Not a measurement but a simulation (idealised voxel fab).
This section sets out a process module, namely voxel self aligned contacts.
The cross-section on display is named cut; it measures 230 nm wide, and its cells are 5 nm squares.
We lay out every cross-section as a grid of square cells and spell it out in bands from the top down, where one band means one or more rows of cells.
Heads up on the band format: heights come first, top then bottom, in nm. After that it's the materials left to right, each with its width in nm. A single material flagged "edge to edge" fills the whole band edge to edge, and "empty" means there's empty space there.
For the purposes of this specification, 0 denotes the height below which the wafer in its as-received condition is composed wholly of one material, and the lowermost band, lacking a lower limit, extends downward without end, as expressed in "top 0, no bottom".
Per-row width for "30 to 40": begins at first number (top row of band), ends at second number (bottom row), increment between rows held constant.
It should be understood that the words "no alteration", when stated for a given step, signify that the cross-section underwent no change in any of its cells during that step.
Empty spaces without an open route to the top, at least 8 cells in extent, make up the entry "Closed void register"; each is given as width x height at distance, where the distance is measured from the left edge, and all are in nm.
Step line, after settings: the simulator's comment on this step.
On any step carrying a mask, the "overlay nm" setting, if present on the step's line, tells how far right of its planned place the mask lay; negative values point to the left.
[Planned process steps]
1 RECEIVE: material Si
2 CONFORMAL_DEP: material SiO2, thk nm 5
3 DIRECTIONAL_DEP: material polySi, thk nm 25
4 DIRECTIONAL_DEP: material SiN, thk nm 15
5 DIRECTIONAL_DEP: material aC, thk nm 10
6 PATTERN: tone cover, mask id GATE, material resist, width nm 35, pitch nm 60, thk nm 25, overlay nm 0
7 DIRECTIONAL_ETCH: etch materials aC, depth nm 10
8 STRIP: etch materials resist
9 DIRECTIONAL_ETCH: etch materials SiN, depth nm 15
10 DIRECTIONAL_ETCH: etch materials polySi, depth nm 25
11 STRIP: etch materials aC
12 CONFORMAL_DEP: material SiN, thk nm 5
13 DIRECTIONAL_ETCH: etch materials SiN, depth nm 5
14 FILL_DEP: material SiO2, thk nm 20
15 CMP: height nm 55
16 PATTERN: tone open, mask id CONTACT, material resist, width nm 35, pitch nm 60, thk nm 15, overlay nm 0
17 DIRECTIONAL_ETCH: etch materials SiO2, depth nm 55
18 STRIP: etch materials resist
19 CONFORMAL_DEP: material TiN, thk nm 5
20 FILL_DEP: material Ru, thk nm 5
21 CMP: height nm 55
22 CONFORMAL_DEP: material SiN, thk nm 5
[Here's what the wafer looked like in cross-section when it arrived - that's after step 1]
    top 0, no bottom  Si edge to edge
    Closed void register: none
[Starting wafer: above. Plan: above. Run: one mistake. Cross-section after the module: below]
    top 60, bottom 55  SiN edge to edge
    top 55, bottom 50  SiO2=65 / TiN=5 / Ru=25 / TiN=5 / SiO2=25 / TiN=5 / Ru=25 / TiN=5 / SiO2=70
    top 50, bottom 45  SiO2=65 / TiN=35 / SiO2=25 / TiN=35 / SiO2=70
    top 45, bottom 30  SiN=40 / SiO2=25 / SiN=35 / SiO2=25 / SiN=35 / SiO2=25 / SiN=45
    top 30, bottom 5  polySi=35 / SiN=5 / SiO2=25 / SiN=5 / polySi=25 / SiN=5 / SiO2=25 / SiN=5 / polySi=25 / SiN=5 / SiO2=25 / SiN=5 / polySi=40
    top 5, bottom 0  SiO2 edge to edge
    top 0, no bottom  Si edge to edge
    Closed void register: none
Finding, execution versus plan: step 6 was not run as planned; what actually ran was PATTERN: tone open, mask id GATE, material resist, width nm 35, pitch nm 60, thk nm 25, overlay nm 0
